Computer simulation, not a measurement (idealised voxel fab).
process module | voxel gate over fins
cross-section cut | 230 nm wide | cells 5 nm
A cross-section is a grid of square cells, given in bands from the top down. A band is one or more rows of cells.
Each band's line starts with the height of the band's top and of its bottom, in nm. Then come its materials from left to right, each with its width in nm. One material with "throughout" fills the band from edge to edge. "air" is empty space.
Height 0 is the level under which the wafer as received is all one material. The lowest band goes on downwards, as in "0 down".
A width such as "30 to 40" changes by the same amount from each row of cells to the next, from the band's top row to its bottom row.
"no change" after a step means that no cell of the cross-section changed.
closed voids: empty space of 8 cells or more with no open way to the top, each as width x height at its distance from the left edge, in nm
after a step's settings: what the simulator itself notes on the step
overlay nm, on a step with a mask: how far to the right of its planned place the mask lay; to the left if negative
plan
1 op RECEIVE | material Si
2 op CONFORMAL_DEP | material SiN | thk nm 10
3 op MASKED_ETCH | tone cover | mask id FINS | width nm 15 | pitch nm 40 | etch materials SiN | depth nm 10 | overlay nm 0
4 op MASKED_ETCH | tone cover | mask id FINS | width nm 15 | pitch nm 40 | etch materials Si | depth nm 35 | overlay nm 0
5 op FILL_DEP | material SiO2 | thk nm 15
6 op CMP | height nm 10
7 op SELECTIVE_ETCH | etch materials SiO2 | depth nm 20
8 op STRIP | etch materials SiN
9 op CONFORMAL_DEP | material HfO2 | thk nm 5
10 op CONFORMAL_DEP | material TiN | thk nm 5
11 op CONFORMAL_DEP | material TiAl | thk nm 5
12 op CONFORMAL_DEP | material TiN | thk nm 5
13 op FILL_DEP | material W | thk nm 15
14 op CMP | height nm 30
15 op CONFORMAL_DEP | material SiCN | thk nm 5
as received, after step 1
  0 down: Si throughout
  closed voids: none
a wafer at the end: this start, this plan, one mistake
  35 to 30: SiCN throughout
  30 to 20: W throughout
  20 to 15: W 25 | TiAl 175 | W 30
  15 to 10: W 25 | TiAl 5 | TiN 165 | TiAl 5 | W 30
  10 to 5: TiAl 30 | TiN 165 | TiAl 35
  5 to 0: TiN 40 | HfO2 25 | TiN 15 | HfO2 25 | TiN 15 | HfO2 25 | TiN 15 | HfO2 25 | TiN 45
  0 to -5: TiN 40 | HfO2 5 | Si 15 | HfO2 5 | TiN 15 | HfO2 5 | Si 15 | HfO2 5 | TiN 15 | HfO2 5 | Si 15 | HfO2 5 | TiN 15 | HfO2 5 | Si 15 | HfO2 5 | TiN 45
  -5 to -10: HfO2 45 | Si 15 | HfO2 25 | Si 15 | HfO2 25 | Si 15 | HfO2 25 | Si 15 | HfO2 50
  -10 to -35: SiO2 45 | Si 15 | SiO2 25 | Si 15 | SiO2 25 | Si 15 | SiO2 25 | Si 15 | SiO2 50
  -35 down: Si throughout
  closed voids: none
what went wrong: steps 11 and 12 were swapped
